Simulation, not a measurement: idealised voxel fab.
process module | voxel lift off
cross-section cut | 155 nm wide | cells 5 nm
A cross-section is a grid of square cells, given in bands from the top down. A band is one or more rows of cells.
Each band's line starts with the height of the band's top and of its bottom, in nm. Then come its materials from left to right, each with its width in nm. One material with "throughout" fills the band from edge to edge. "air" is empty space.
Height 0 is the level under which the wafer as received is all one material. The lowest band goes on downwards, as in "0 down".
A width such as "30 to 40" changes by the same amount from each row of cells to the next, from the band's top row to its bottom row.
"no change" after a step means that no cell of the cross-section changed.
closed voids: empty space of 8 cells or more with no open way to the top, each as width x height at its distance from the left edge, in nm
after a step's settings: what the simulator itself notes on the step
overlay nm, on a step with a mask: how far to the right of its planned place the mask lay; to the left if negative
plan
1 op RECEIVE | material Si
2 op CONFORMAL_DEP | material SiO2 | thk nm 15
3 op PATTERN | tone open | mask id LINES | material resist | width nm 20 | pitch nm 50 | thk nm 30 | overlay nm 0
4 op DIRECTIONAL_DEP | material Ru | thk nm 15
5 op STRIP | etch materials resist
6 op CONFORMAL_DEP | material SiCN | thk nm 10
as received, after step 1
  0 down: Si throughout
  closed voids: none
first wafer at the end, as planned
  40 to 30: air 5 | SiCN 40 | air 10 | SiCN 40 | air 10 | SiCN 40 | air 10
  30 to 25: air 5 | SiCN 10 | Ru 20 | SiCN 10 | air 10 | SiCN 10 | Ru 20 | SiCN 10 | air 10 | SiCN 10 | Ru 20 | SiCN 10 | air 10
  25 to 15: SiCN 15 | Ru 20 | SiCN 30 | Ru 20 | SiCN 30 | Ru 20 | SiCN 20
  15 to 0: SiO2 throughout
  0 down: Si throughout
  closed voids: none
second wafer at the end: like start, like plan, one mistake
  40 to 30: SiCN throughout
  30 to 15: Ru 15 | SiCN 20 | Ru 30 | SiCN 20 | Ru 30 | SiCN 20 | Ru 20
  15 to 0: SiO2 throughout
  0 down: Si throughout
  closed voids: none
what went wrong: step 3 ran as: op PATTERN | tone cover | mask id LINES | material resist | width nm 20 | pitch nm 50 | thk nm 30 | overlay nm 0
at the end the second wafer has, in cells: 21 more of Ru
